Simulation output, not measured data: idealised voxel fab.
The following is a process module called voxel capacitor over wiring.
cross-section cut | 295 nm wide | cells 5 nm
Cross-section spec: square-cell grid; bands listed top down; each band is one or more rows.
The entry gives the band's vertical extent as a top height and a bottom height in nm, then its horizontal make-up as materials from left to right, each with a width in nm. "empty" stands for empty space; a single material marked "all across" fills the band edge to edge.
Note: height 0 marks the level under which the wafer is uniformly one material as received. Lowest band unbounded below, written "0 and below".
Read "30..40" as a graded width: first number on top, second number at the bottom, same change between each pair of neighbouring rows.
It should be understood that the words "changes: none", when stated for a given step, signify that the cross-section underwent no change in any of its cells during that step.
"Catalogued sealed voids" means: voids of 8 cells or more that are shut off from the top with no open way through. Written width x height at distance, distance from the left edge, in nm.
Post-settings text on a step line: simulator's own remark regarding the step.
"overlay nm" denotes, for a step that has a mask, the displacement of the mask to the right of its planned place, with negative values corresponding to the left.
For the reader: what remains of this document is a series of pairs, each showing a cross-section before one process step and a cross-section after that step which reaches down only to the lowest band that changed, with the step between them and its settings set out under the pair. It should not be assumed that a pair continues from the pair above it; the pairs can come from different runs of this module on the same starting wafer, and such continuity exists only where the entry headed "Before this step" says so.

## Before this step
- 95 down to 90 = TiN: 120  empty: 5  TiN: 170
- 90 down to 85 = SiO2: 115  TiN: 5  empty: 5  TiN: 5  SiO2: 165
- 85 down to 80 = SiO2: 115  TiN: 15  SiO2: 165
- 80 down to 70 = SiO2: 105  TiN: 60  SiO2: 130
- 70 down to 65 = SiO2: 105  Al2O3: 60  SiO2: 130
- 65 down to 55 = SiO2: 100  TiN: 70  SiO2: 125
- 55 down to 45 = SiO2: 105  TiN: 5  W: 5  TiN: 5  SiO2: 175
- 45 down to 40 = SiCN: 105  TiN: 15  SiCN: 175
- 40 down to 15 = W: 85  TiN: 5  SiO2: 30  TiN: 5  W: 45  TiN: 5  SiO2: 30  TiN: 5  W: 85
- 15 down to 10 = TiN: 90  SiCN: 30  TiN: 55  SiCN: 30  TiN: 90
- 10 down to 0 = SiO2 all across
- 0 and below = Si all across
- Catalogued sealed voids: none

## Post-Step Cross-Section
- 100 down to 95 = Cu all across
- 95 down to 90 = TiN: 120  Cu: 5  TiN: 170
- 90 down to 85 = SiO2: 115  TiN: 5  Cu: 5  TiN: 5  SiO2: 165
- Below 85, no change.
- Catalogued sealed voids: none
The two cross-sections above bracket this step: FILL_DEP: material Cu, thk nm 5

Before this step: the pre-step structure is the one depicted after the step in the pair just above.

## Post-Step Cross-Section
- 90 down to 85 = SiO2: 115  TiN: 5  Cu: 5  TiN: 5  SiO2: 165
- Below 85, no change.
- Catalogued sealed voids: none
The two cross-sections above bracket this step: CMP: height nm 90

Before this step: the pre-step structure is the one depicted after the step in the pair just above.

## Post-Step Cross-Section
- 95 down to 90 = SiN all across
- Below 90, no change.
- Catalogued sealed voids: none
The two cross-sections above bracket this step: CONFORMAL_DEP: material SiN, thk nm 5
